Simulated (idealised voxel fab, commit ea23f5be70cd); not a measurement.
The name of this process module is voxel wiring stack.
The cross-section on display is named cut; it measures 140 nm wide, and its cells are 5 nm squares.
Just so we're on the same page, the cross-sections are grids of square cells, and they're listed out in bands top to bottom, each band one or more rows deep.
The entry gives the band's vertical extent as a top height and a bottom height in nm, then its horizontal make-up as materials from left to right, each with a width in nm. "empty" stands for empty space; a single material marked "all across" fills the band edge to edge.
Heights are reckoned from 0. Under this level, the received wafer is all of one material. The bottommost band is open-ended downward, for example "0..down".
Note: "30 to 40" means the width goes from the first number (top row of the band) to the second number (bottom row) in equal steps per row of cells.
Step note "nothing different" = no cross-section cell changed.
Entry "Completely enclosed voids" = empty spaces >= 8 cells with no open way to the top; each as width x height at distance, distance from left edge, all nm.
Formally, on a step line, whatever follows the settings is a remark that the simulator itself makes on the step.
A step line may carry the setting "overlay nm", which, for steps involving a mask, states the distance by which the mask lay to the right of its intended position; negative values denote displacement to the left.

**Steps planned for the process**
1: RECEIVE, material Si
2: CONFORMAL_DEP, material SiO2, thk nm 10
3: DIRECTIONAL_DEP, material TiN, thk nm 5
4: DIRECTIONAL_DEP, material W, thk nm 25
5: MASKED_ETCH, tone cover, mask id METAL_1, width nm 25, pitch nm 45, etch materials W, depth nm 25, overlay nm 0
6: MASKED_ETCH, tone cover, mask id METAL_1, width nm 25, pitch nm 45, etch materials TiN, depth nm 5, overlay nm 0
7: FILL_DEP, material SiO2, thk nm 5
8: CMP, height nm 40
9: CONFORMAL_DEP, material SiCN, thk nm 5
10: DIRECTIONAL_DEP, material SiO2, thk nm 30
11: PATTERN, tone open, mask id METAL_2_HOLES, material resist, width nm 15, pitch nm 45, thk nm 20, overlay nm 0
12: DIRECTIONAL_ETCH, etch materials SiO2, depth nm 30
13: STRIP, etch materials resist
14: MASKED_ETCH, tone open, mask id METAL_2, width nm 25, pitch nm 45, etch materials SiO2, depth nm 20, overlay nm 0
15: MASKED_ETCH, tone open, mask id METAL_2, width nm 25, pitch nm 45, etch materials SiCN, depth nm 5, overlay nm 0
16: CONFORMAL_DEP, material TiN, thk nm 5
17: FILL_DEP, material Cu, thk nm 10
18: CMP, height nm 75
19: CONFORMAL_DEP, material SiCN, thk nm 5
20: DIRECTIONAL_DEP, material lowk, thk nm 10
21: MASKED_ETCH, tone open, mask id PLUG_2, width nm 15, pitch nm 45, etch materials lowk, depth nm 10, overlay nm 0
22: MASKED_ETCH, tone open, mask id PLUG_2, width nm 15, pitch nm 45, etch materials SiCN, depth nm 5, overlay nm 0
23: EPI, material Ru, thk nm 10
24: EPI, material Ru, thk nm 5
25: DIRECTIONAL_DEP, material TiN, thk nm 5
26: DIRECTIONAL_DEP, material W, thk nm 15
27: DIRECTIONAL_DEP, material aC, thk nm 15
28: PATTERN, tone cover, mask id METAL_3, material resist, width nm 25, pitch nm 45, thk nm 30, overlay nm 0
29: DIRECTIONAL_ETCH, etch materials aC, depth nm 15
30: STRIP, etch materials resist
31: DIRECTIONAL_ETCH, etch materials W, depth nm 15
32: DIRECTIONAL_ETCH, etch materials TiN, depth nm 5
33: STRIP, etch materials aC
34: CONFORMAL_DEP, material SiN, thk nm 5
35: FILL_DEP, material SiO2, thk nm 5
36: CMP, height nm 110
37: CONFORMAL_DEP, material SiCN, thk nm 5

**The first of the two wafers, which ran as planned**

**So this is the incoming wafer in cross-section - it's already been through step 1**
> 0..down = Si all across
> Completely enclosed voids: none

**Cross-section of the wafer subsequent to step 2**
> 10..0 = SiO2 all across
> Rest of section, below 0: as before.

**Cross-section of the wafer subsequent to step 3**
> 15..10 = TiN all across
> Rest of section, below 10: as before.

**Cross-section of the wafer subsequent to step 4**
> 40..15 = W all across
> Rest of section, below 15: as before.

**Cross-section of the wafer subsequent to step 5**
> 40..15 = empty: 35 | W: 25 | empty: 20 | W: 25 | empty: 35
> Rest of section, below 15: as before.

**Cross-section of the wafer subsequent to step 6**
> 40..15 = empty: 35 | W: 25 | empty: 20 | W: 25 | empty: 35
> 15..10 = empty: 35 | TiN: 25 | empty: 20 | TiN: 25 | empty: 35
> Rest of section, below 10: as before.

**Cross-section of the wafer subsequent to step 7**
> 45..40 = SiO2 all across
> 40..15 = SiO2: 35 | W: 25 | SiO2: 20 | W: 25 | SiO2: 35
> 15..10 = SiO2: 35 | TiN: 25 | SiO2: 20 | TiN: 25 | SiO2: 35
> Rest of section, below 10: as before.

**Cross-section of the wafer subsequent to step 8**
> 40..15 = SiO2: 35 | W: 25 | SiO2: 20 | W: 25 | SiO2: 35
> Rest of section, below 15: as before.

**Cross-section of the wafer subsequent to step 9**
> 45..40 = SiCN all across
> Rest of section, below 40: as before.

**Cross-section of the wafer subsequent to step 10**
> 75..45 = SiO2 all across
> Rest of section, below 45: as before.

**Cross-section of the wafer subsequent to step 11**
> 95..75 = resist: 35 | empty: 15 | resist: 30 | empty: 15 | resist: 45
> Rest of section, below 75: as before.

**Cross-section of the wafer subsequent to step 12**
> 95..75 = resist: 35 | empty: 15 | resist: 30 | empty: 15 | resist: 45
> 75..45 = SiO2: 35 | empty: 15 | SiO2: 30 | empty: 15 | SiO2: 45
> Rest of section, below 45: as before.

**Cross-section of the wafer subsequent to step 13**
> 75..45 = SiO2: 35 | empty: 15 | SiO2: 30 | empty: 15 | SiO2: 45
> Rest of section, below 45: as before.

**Cross-section of the wafer subsequent to step 14**
> 75..55 = SiO2: 35 | empty: 25 | SiO2: 20 | empty: 25 | SiO2: 35
> Rest of section, below 55: as before.

**Cross-section of the wafer subsequent to step 15**
> 75..55 = SiO2: 35 | empty: 25 | SiO2: 20 | empty: 25 | SiO2: 35
> 55..45 = SiO2: 35 | empty: 15 | SiO2: 30 | empty: 15 | SiO2: 45
> 45..40 = SiCN: 35 | empty: 15 | SiCN: 30 | empty: 15 | SiCN: 45
> Rest of section, below 40: as before.

**Cross-section of the wafer subsequent to step 16**
> 80..75 = TiN: 40 | empty: 15 | TiN: 30 | empty: 15 | TiN: 40
> 75..60 = SiO2: 35 | TiN: 5 | empty: 15 | TiN: 5 | SiO2: 20 | TiN: 5 | empty: 15 | TiN: 5 | SiO2: 35
> 60..55 = SiO2: 35 | TiN: 5 | empty: 5 | TiN: 15 | SiO2: 20 | TiN: 5 | empty: 5 | TiN: 15 | SiO2: 35
> 55..45 = SiO2: 35 | TiN: 5 | empty: 5 | TiN: 5 | SiO2: 30 | TiN: 5 | empty: 5 | TiN: 5 | SiO2: 45
> 45..40 = SiCN: 35 | TiN: 15 | SiCN: 30 | TiN: 15 | SiCN: 45
> Rest of section, below 40: as before.

**Cross-section of the wafer subsequent to step 17**
> 90..80 = Cu all across
> 80..75 = TiN: 40 | Cu: 15 | TiN: 30 | Cu: 15 | TiN: 40
> 75..60 = SiO2: 35 | TiN: 5 | Cu: 15 | TiN: 5 | SiO2: 20 | TiN: 5 | Cu: 15 | TiN: 5 | SiO2: 35
> 60..55 = SiO2: 35 | TiN: 5 | Cu: 5 | TiN: 15 | SiO2: 20 | TiN: 5 | Cu: 5 | TiN: 15 | SiO2: 35
> 55..45 = SiO2: 35 | TiN: 5 | Cu: 5 | TiN: 5 | SiO2: 30 | TiN: 5 | Cu: 5 | TiN: 5 | SiO2: 45
> Rest of section, below 45: as before.

**Cross-section of the wafer subsequent to step 18**
> 75..60 = SiO2: 35 | TiN: 5 | Cu: 15 | TiN: 5 | SiO2: 20 | TiN: 5 | Cu: 15 | TiN: 5 | SiO2: 35
> Rest of section, below 60: as before.

**Cross-section of the wafer subsequent to step 19**
> 80..75 = SiCN all across
> Rest of section, below 75: as before.

**Cross-section of the wafer subsequent to step 20**
> 90..80 = lowk all across
> Rest of section, below 80: as before.

**Cross-section of the wafer subsequent to step 21**
> 90..80 = lowk: 35 | empty: 15 | lowk: 30 | empty: 15 | lowk: 45
> Rest of section, below 80: as before.

**Cross-section of the wafer subsequent to step 22**
> 90..80 = lowk: 35 | empty: 15 | lowk: 30 | empty: 15 | lowk: 45
> 80..75 = SiCN: 35 | empty: 15 | SiCN: 30 | empty: 15 | SiCN: 45
> Rest of section, below 75: as before.

**Cross-section of the wafer subsequent to step 23**
> 90..85 = lowk: 35 | empty: 15 | lowk: 30 | empty: 15 | lowk: 45
> 85..80 = lowk: 35 | Ru: 15 | lowk: 30 | Ru: 15 | lowk: 45
> 80..75 = SiCN: 35 | Ru: 15 | SiCN: 30 | Ru: 15 | SiCN: 45
> Rest of section, below 75: as before.

**Cross-section of the wafer subsequent to step 24**
> 90..80 = lowk: 35 | Ru: 15 | lowk: 30 | Ru: 15 | lowk: 45
> Rest of section, below 80: as before.

**Cross-section of the wafer subsequent to step 25**
> 95..90 = TiN all across
> Rest of section, below 90: as before.

**Cross-section of the wafer subsequent to step 26**
> 110..95 = W all across
> Rest of section, below 95: as before.

**Cross-section of the wafer subsequent to step 27**
> 125..110 = aC all across
> Rest of section, below 110: as before.

**Cross-section of the wafer subsequent to step 28**
> 155..125 = empty: 35 | resist: 25 | empty: 20 | resist: 25 | empty: 35
> Rest of section, below 125: as before.

**Cross-section of the wafer subsequent to step 29**
> 140..125 = empty: 35 | resist: 25 | empty: 20 | resist: 25 | empty: 35
> 125..110 = empty: 35 | aC: 25 | empty: 20 | aC: 25 | empty: 35
> Rest of section, below 110: as before.

**Cross-section of the wafer subsequent to step 30**
> 125..110 = empty: 35 | aC: 25 | empty: 20 | aC: 25 | empty: 35
> Rest of section, below 110: as before.

**Cross-section of the wafer subsequent to step 31**
> 125..110 = empty: 35 | aC: 25 | empty: 20 | aC: 25 | empty: 35
> 110..95 = empty: 35 | W: 25 | empty: 20 | W: 25 | empty: 35
> Rest of section, below 95: as before.

**Cross-section of the wafer subsequent to step 32**
> 125..110 = empty: 35 | aC: 25 | empty: 20 | aC: 25 | empty: 35
> 110..95 = empty: 35 | W: 25 | empty: 20 | W: 25 | empty: 35
> 95..90 = empty: 35 | TiN: 25 | empty: 20 | TiN: 25 | empty: 35
> Rest of section, below 90: as before.

**Cross-section of the wafer subsequent to step 33**
> 110..95 = empty: 35 | W: 25 | empty: 20 | W: 25 | empty: 35
> Rest of section, below 95: as before.

**Cross-section of the wafer subsequent to step 34**
> 115..110 = empty: 30 | SiN: 35 | empty: 10 | SiN: 35 | empty: 30
> 110..95 = empty: 30 | SiN: 5 | W: 25 | SiN: 5 | empty: 10 | SiN: 5 | W: 25 | SiN: 5 | empty: 30
> 95..90 = SiN: 35 | TiN: 25 | SiN: 20 | TiN: 25 | SiN: 35
> Rest of section, below 90: as before.

**Cross-section of the wafer subsequent to step 35**
> 120..115 = SiO2 all across
> 115..110 = SiO2: 30 | SiN: 35 | SiO2: 10 | SiN: 35 | SiO2: 30
> 110..95 = SiO2: 30 | SiN: 5 | W: 25 | SiN: 5 | SiO2: 10 | SiN: 5 | W: 25 | SiN: 5 | SiO2: 30
> Rest of section, below 95: as before.

**Cross-section of the wafer subsequent to step 36**
> 110..95 = SiO2: 30 | SiN: 5 | W: 25 | SiN: 5 | SiO2: 10 | SiN: 5 | W: 25 | SiN: 5 | SiO2: 30
> Rest of section, below 95: as before.

**Cross-section of the wafer subsequent to step 37**
> 115..110 = SiCN all across
> Rest of section, below 110: as before.

**Companion wafer, the second of two: same beginning, same intended sequence, one mistake in carrying it out; through step 27 inclusive it tracks the first exactly**

**What the second wafer looks like in cross-section when step 28 should have wrapped up**
> 155..125 = resist: 35 | empty: 25 | resist: 20 | empty: 25 | resist: 35
> Rest of section, below 125: as before.

**What the second wafer looks like in cross-section when step 29 should have wrapped up**
> 140..125 = resist: 35 | empty: 25 | resist: 20 | empty: 25 | resist: 35
> 125..110 = aC: 35 | empty: 25 | aC: 20 | empty: 25 | aC: 35
> Rest of section, below 110: as before.

**What the second wafer looks like in cross-section when step 30 should have wrapped up**
> 125..110 = aC: 35 | empty: 25 | aC: 20 | empty: 25 | aC: 35
> Rest of section, below 110: as before.

**What the second wafer looks like in cross-section when step 31 should have wrapped up**
> 125..110 = aC: 35 | empty: 25 | aC: 20 | empty: 25 | aC: 35
> 110..95 = W: 35 | empty: 25 | W: 20 | empty: 25 | W: 35
> Rest of section, below 95: as before.

**What the second wafer looks like in cross-section when step 32 should have wrapped up**
> 125..110 = aC: 35 | empty: 25 | aC: 20 | empty: 25 | aC: 35
> 110..95 = W: 35 | empty: 25 | W: 20 | empty: 25 | W: 35
> 95..90 = TiN: 35 | empty: 25 | TiN: 20 | empty: 25 | TiN: 35
> Rest of section, below 90: as before.

**What the second wafer looks like in cross-section when step 33 should have wrapped up**
> 110..95 = W: 35 | empty: 25 | W: 20 | empty: 25 | W: 35
> Rest of section, below 95: as before.

**What the second wafer looks like in cross-section when step 34 should have wrapped up**
> 115..110 = SiN: 40 | empty: 15 | SiN: 30 | empty: 15 | SiN: 40
> 110..95 = W: 35 | SiN: 5 | empty: 15 | SiN: 5 | W: 20 | SiN: 5 | empty: 15 | SiN: 5 | W: 35
> 95..90 = TiN: 35 | SiN: 25 | TiN: 20 | SiN: 25 | TiN: 35
> Rest of section, below 90: as before.

**What the second wafer looks like in cross-section when step 35 should have wrapped up**
> 120..115 = SiO2 all across
> 115..110 = SiN: 40 | SiO2: 15 | SiN: 30 | SiO2: 15 | SiN: 40
> 110..95 = W: 35 | SiN: 5 | SiO2: 15 | SiN: 5 | W: 20 | SiN: 5 | SiO2: 15 | SiN: 5 | W: 35
> Rest of section, below 95: as before.

**What the second wafer looks like in cross-section when step 36 should have wrapped up**
> 110..95 = W: 35 | SiN: 5 | SiO2: 15 | SiN: 5 | W: 20 | SiN: 5 | SiO2: 15 | SiN: 5 | W: 35
> Rest of section, below 95: as before.

**What the second wafer looks like in cross-section when step 37 should have wrapped up**
> 115..110 = SiCN all across
> Rest of section, below 110: as before.
Where did the run depart from the plan? off-plan run, step 28, actual operation and settings PATTERN, tone open, mask id METAL_3, material resist, width nm 25, pitch nm 45, thk nm 30, overlay nm 0
Looking at both finished wafers in cells, the second ends up ahead of or behind the first on some materials: SiN -8 | SiO2 -24 | TiN +8 | W +24
